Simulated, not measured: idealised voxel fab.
The following process module bears the name voxel air gaps.
The width of the displayed cross-section, cut, is 280 nm; its cells are square, with a size of 5 nm.
Heads up, the way a cross-section reads in here is a grid of square cells, handed over as bands from the top down, with every band being one or more rows of cells.
Heads up on the band format: heights come first, top then bottom, in nm. After that it's the materials left to right, each with its width in nm. A single material flagged "everywhere" fills the whole band edge to edge, and "air" means there's empty space there.
Heights are measured from 0, the level below which the as-received wafer is all one material; the lowest band has no bottom and continues downward, written as in "from 0 down".
Top row gets the first number, bottom row gets the second, and each row in between changes by the same step: that is how a band width like "30 to 40" works.
What does "stayed the same" mean for a step? It means no cell of the cross-section changed in that step.
"Entrapped voids" means: voids of 8 cells or more that are shut off from the top with no open way through. Written width x height at distance, distance from the left edge, in nm.
Anything after a step's settings on that line? It's the simulator's own note about the step.
overlay nm: how far to the right of its planned place the mask lay on this masked step (negative: to the left).
Process steps - plan:
1) RECEIVE, material Si
2) CONFORMAL_DEP, material SiO2, thk nm 10
3) CONFORMAL_DEP, material SiCN, thk nm 5
4) DIRECTIONAL_DEP, material lowk, thk nm 40
5) DIRECTIONAL_DEP, material aC, thk nm 15
6) PATTERN, tone open, mask id LINES, material resist, width nm 25, pitch nm 50, thk nm 30, overlay nm 0
7) DIRECTIONAL_ETCH, etch materials aC, depth nm 15
8) STRIP, etch materials resist
9) DIRECTIONAL_ETCH, etch materials lowk, depth nm 40
10) STRIP, etch materials aC
11) CONFORMAL_DEP, material TiN, thk nm 5
12) FILL_DEP, material Ru, thk nm 10
13) CMP, height nm 55
14) EPI, material Ru, thk nm 10
15) SELECTIVE_ETCH, etch materials lowk, depth nm 50
16) CONFORMAL_DEP, material SiCN, thk nm 5
The first wafer of two, processed as planned:
The cross-section here shows the wafer as received, i.e. in its state after step 1:
from 0 down  Si everywhere
Entrapped voids: none
Cross-section: wafer state after step 2:
from 10 to 0  SiO2 everywhere
Anything lower than 0 is untouched.
Cross-section: wafer state after step 3:
from 15 to 10  SiCN everywhere
Anything lower than 10 is untouched.
Cross-section: wafer state after step 4:
from 55 to 15  lowk everywhere
Anything lower than 15 is untouched.
Cross-section: wafer state after step 5:
from 70 to 55  aC everywhere
Anything lower than 55 is untouched.
Cross-section: wafer state after step 6:
from 100 to 70  75 nm resist | 25 nm air | 25 nm resist | 25 nm air | 25 nm resist | 25 nm air | 80 nm resist
Anything lower than 70 is untouched.
Cross-section: wafer state after step 7:
from 85 to 70  75 nm resist | 25 nm air | 25 nm resist | 25 nm air | 25 nm resist | 25 nm air | 80 nm resist
from 70 to 55  75 nm aC | 25 nm air | 25 nm aC | 25 nm air | 25 nm aC | 25 nm air | 80 nm aC
Anything lower than 55 is untouched.
Cross-section: wafer state after step 8:
from 70 to 55  75 nm aC | 25 nm air | 25 nm aC | 25 nm air | 25 nm aC | 25 nm air | 80 nm aC
Anything lower than 55 is untouched.
Cross-section: wafer state after step 9:
from 70 to 55  75 nm aC | 25 nm air | 25 nm aC | 25 nm air | 25 nm aC | 25 nm air | 80 nm aC
from 55 to 15  75 nm lowk | 25 nm air | 25 nm lowk | 25 nm air | 25 nm lowk | 25 nm air | 80 nm lowk
Anything lower than 15 is untouched.
Cross-section: wafer state after step 10:
from 55 to 15  75 nm lowk | 25 nm air | 25 nm lowk | 25 nm air | 25 nm lowk | 25 nm air | 80 nm lowk
Anything lower than 15 is untouched.
Cross-section: wafer state after step 11:
from 60 to 55  80 nm TiN | 15 nm air | 35 nm TiN | 15 nm air | 35 nm TiN | 15 nm air | 85 nm TiN
from 55 to 20  75 nm lowk | 5 nm TiN | 15 nm air | 5 nm TiN | 25 nm lowk | 5 nm TiN | 15 nm air | 5 nm TiN | 25 nm lowk | 5 nm TiN | 15 nm air | 5 nm TiN | 80 nm lowk
from 20 to 15  75 nm lowk | 25 nm TiN | 25 nm lowk | 25 nm TiN | 25 nm lowk | 25 nm TiN | 80 nm lowk
Anything lower than 15 is untouched.
Cross-section: wafer state after step 12:
from 70 to 60  Ru everywhere
from 60 to 55  80 nm TiN | 15 nm Ru | 35 nm TiN | 15 nm Ru | 35 nm TiN | 15 nm Ru | 85 nm TiN
from 55 to 20  75 nm lowk | 5 nm TiN | 15 nm Ru | 5 nm TiN | 25 nm lowk | 5 nm TiN | 15 nm Ru | 5 nm TiN | 25 nm lowk | 5 nm TiN | 15 nm Ru | 5 nm TiN | 80 nm lowk
Anything lower than 20 is untouched.
Cross-section: wafer state after step 13:
from 55 to 20  75 nm lowk | 5 nm TiN | 15 nm Ru | 5 nm TiN | 25 nm lowk | 5 nm TiN | 15 nm Ru | 5 nm TiN | 25 nm lowk | 5 nm TiN | 15 nm Ru | 5 nm TiN | 80 nm lowk
Anything lower than 20 is untouched.
Cross-section: wafer state after step 14:
from 65 to 55  65 nm air | 45 nm Ru | 5 nm air | 45 nm Ru | 5 nm air | 45 nm Ru | 70 nm air
Anything lower than 55 is untouched.
Cross-section: wafer state after step 15:
from 65 to 55  65 nm air | 45 nm Ru | 5 nm air | 45 nm Ru | 5 nm air | 45 nm Ru | 70 nm air
from 55 to 20  75 nm air | 5 nm TiN | 15 nm Ru | 5 nm TiN | 25 nm air | 5 nm TiN | 15 nm Ru | 5 nm TiN | 25 nm air | 5 nm TiN | 15 nm Ru | 5 nm TiN | 80 nm air
from 20 to 15  75 nm air | 25 nm TiN | 25 nm air | 25 nm TiN | 25 nm air | 25 nm TiN | 80 nm air
Anything lower than 15 is untouched.
Cross-section: wafer state after step 16:
from 70 to 65  60 nm air | 155 nm SiCN | 65 nm air
from 65 to 55  60 nm air | 5 nm SiCN | 45 nm Ru | 5 nm SiCN | 45 nm Ru | 5 nm SiCN | 45 nm Ru | 5 nm SiCN | 65 nm air
from 55 to 50  60 nm air | 15 nm SiCN | 5 nm TiN | 15 nm Ru | 5 nm TiN | 25 nm SiCN | 5 nm TiN | 15 nm Ru | 5 nm TiN | 25 nm SiCN | 5 nm TiN | 15 nm Ru | 5 nm TiN | 15 nm SiCN | 65 nm air
from 50 to 20  70 nm air | 5 nm SiCN | 5 nm TiN | 15 nm Ru | 5 nm TiN | 5 nm SiCN | 15 nm air | 5 nm SiCN | 5 nm TiN | 15 nm Ru | 5 nm TiN | 5 nm SiCN | 15 nm air | 5 nm SiCN | 5 nm TiN | 15 nm Ru | 5 nm TiN | 5 nm SiCN | 75 nm air
from 20 to 15  75 nm SiCN | 25 nm TiN | 25 nm SiCN | 25 nm TiN | 25 nm SiCN | 25 nm TiN | 80 nm SiCN
Anything lower than 15 is untouched.
Entrapped voids: 15 x 30 at 105; 15 x 30 at 155
For the second wafer, take the first wafer's start and plan, then add one mistake made in running it; everything through step 5, that step included, is shared with the first:
Look at the second wafer in cross-section at the time step 6 ought to have finished:
from 100 to 70  65 nm resist | 25 nm air | 25 nm resist | 25 nm air | 25 nm resist | 25 nm air | 90 nm resist
Anything lower than 70 is untouched.
Look at the second wafer in cross-section at the time step 7 ought to have finished:
from 85 to 70  65 nm resist | 25 nm air | 25 nm resist | 25 nm air | 25 nm resist | 25 nm air | 90 nm resist
from 70 to 55  65 nm aC | 25 nm air | 25 nm aC | 25 nm air | 25 nm aC | 25 nm air | 90 nm aC
Anything lower than 55 is untouched.
Look at the second wafer in cross-section at the time step 8 ought to have finished:
from 70 to 55  65 nm aC | 25 nm air | 25 nm aC | 25 nm air | 25 nm aC | 25 nm air | 90 nm aC
Anything lower than 55 is untouched.
Look at the second wafer in cross-section at the time step 9 ought to have finished:
from 70 to 55  65 nm aC | 25 nm air | 25 nm aC | 25 nm air | 25 nm aC | 25 nm air | 90 nm aC
from 55 to 15  65 nm lowk | 25 nm air | 25 nm lowk | 25 nm air | 25 nm lowk | 25 nm air | 90 nm lowk
Anything lower than 15 is untouched.
Look at the second wafer in cross-section at the time step 10 ought to have finished:
from 55 to 15  65 nm lowk | 25 nm air | 25 nm lowk | 25 nm air | 25 nm lowk | 25 nm air | 90 nm lowk
Anything lower than 15 is untouched.
Look at the second wafer in cross-section at the time step 11 ought to have finished:
from 60 to 55  70 nm TiN | 15 nm air | 35 nm TiN | 15 nm air | 35 nm TiN | 15 nm air | 95 nm TiN
from 55 to 20  65 nm lowk | 5 nm TiN | 15 nm air | 5 nm TiN | 25 nm lowk | 5 nm TiN | 15 nm air | 5 nm TiN | 25 nm lowk | 5 nm TiN | 15 nm air | 5 nm TiN | 90 nm lowk
from 20 to 15  65 nm lowk | 25 nm TiN | 25 nm lowk | 25 nm TiN | 25 nm lowk | 25 nm TiN | 90 nm lowk
Anything lower than 15 is untouched.
Look at the second wafer in cross-section at the time step 12 ought to have finished:
from 70 to 60  Ru everywhere
from 60 to 55  70 nm TiN | 15 nm Ru | 35 nm TiN | 15 nm Ru | 35 nm TiN | 15 nm Ru | 95 nm TiN
from 55 to 20  65 nm lowk | 5 nm TiN | 15 nm Ru | 5 nm TiN | 25 nm lowk | 5 nm TiN | 15 nm Ru | 5 nm TiN | 25 nm lowk | 5 nm TiN | 15 nm Ru | 5 nm TiN | 90 nm lowk
Anything lower than 20 is untouched.
Look at the second wafer in cross-section at the time step 13 ought to have finished:
from 55 to 20  65 nm lowk | 5 nm TiN | 15 nm Ru | 5 nm TiN | 25 nm lowk | 5 nm TiN | 15 nm Ru | 5 nm TiN | 25 nm lowk | 5 nm TiN | 15 nm Ru | 5 nm TiN | 90 nm lowk
Anything lower than 20 is untouched.
Look at the second wafer in cross-section at the time step 14 ought to have finished:
from 65 to 55  55 nm air | 45 nm Ru | 5 nm air | 45 nm Ru | 5 nm air | 45 nm Ru | 80 nm air
Anything lower than 55 is untouched.
Look at the second wafer in cross-section at the time step 15 ought to have finished:
from 65 to 55  55 nm air | 45 nm Ru | 5 nm air | 45 nm Ru | 5 nm air | 45 nm Ru | 80 nm air
from 55 to 20  65 nm air | 5 nm TiN | 15 nm Ru | 5 nm TiN | 25 nm air | 5 nm TiN | 15 nm Ru | 5 nm TiN | 25 nm air | 5 nm TiN | 15 nm Ru | 5 nm TiN | 90 nm air
from 20 to 15  65 nm air | 25 nm TiN | 25 nm air | 25 nm TiN | 25 nm air | 25 nm TiN | 90 nm air
Anything lower than 15 is untouched.
Look at the second wafer in cross-section at the time step 16 ought to have finished:
from 70 to 65  50 nm air | 155 nm SiCN | 75 nm air
from 65 to 55  50 nm air | 5 nm SiCN | 45 nm Ru | 5 nm SiCN | 45 nm Ru | 5 nm SiCN | 45 nm Ru | 5 nm SiCN | 75 nm air
from 55 to 50  50 nm air | 15 nm SiCN | 5 nm TiN | 15 nm Ru | 5 nm TiN | 25 nm SiCN | 5 nm TiN | 15 nm Ru | 5 nm TiN | 25 nm SiCN | 5 nm TiN | 15 nm Ru | 5 nm TiN | 15 nm SiCN | 75 nm air
from 50 to 20  60 nm air | 5 nm SiCN | 5 nm TiN | 15 nm Ru | 5 nm TiN | 5 nm SiCN | 15 nm air | 5 nm SiCN | 5 nm TiN | 15 nm Ru | 5 nm TiN | 5 nm SiCN | 15 nm air | 5 nm SiCN | 5 nm TiN | 15 nm Ru | 5 nm TiN | 5 nm SiCN | 85 nm air
from 20 to 15  65 nm SiCN | 25 nm TiN | 25 nm SiCN | 25 nm TiN | 25 nm SiCN | 25 nm TiN | 90 nm SiCN
Anything lower than 15 is untouched.
Entrapped voids: 15 x 30 at 95; 15 x 30 at 145
Which mistake was made when the wafer was run? step 6 was not run as planned; what actually ran was PATTERN, tone open, mask id LINES, material resist, width nm 25, pitch nm 50, thk nm 30, overlay nm -10
End check, second vs first wafer: material counts in cells match, positions do not.
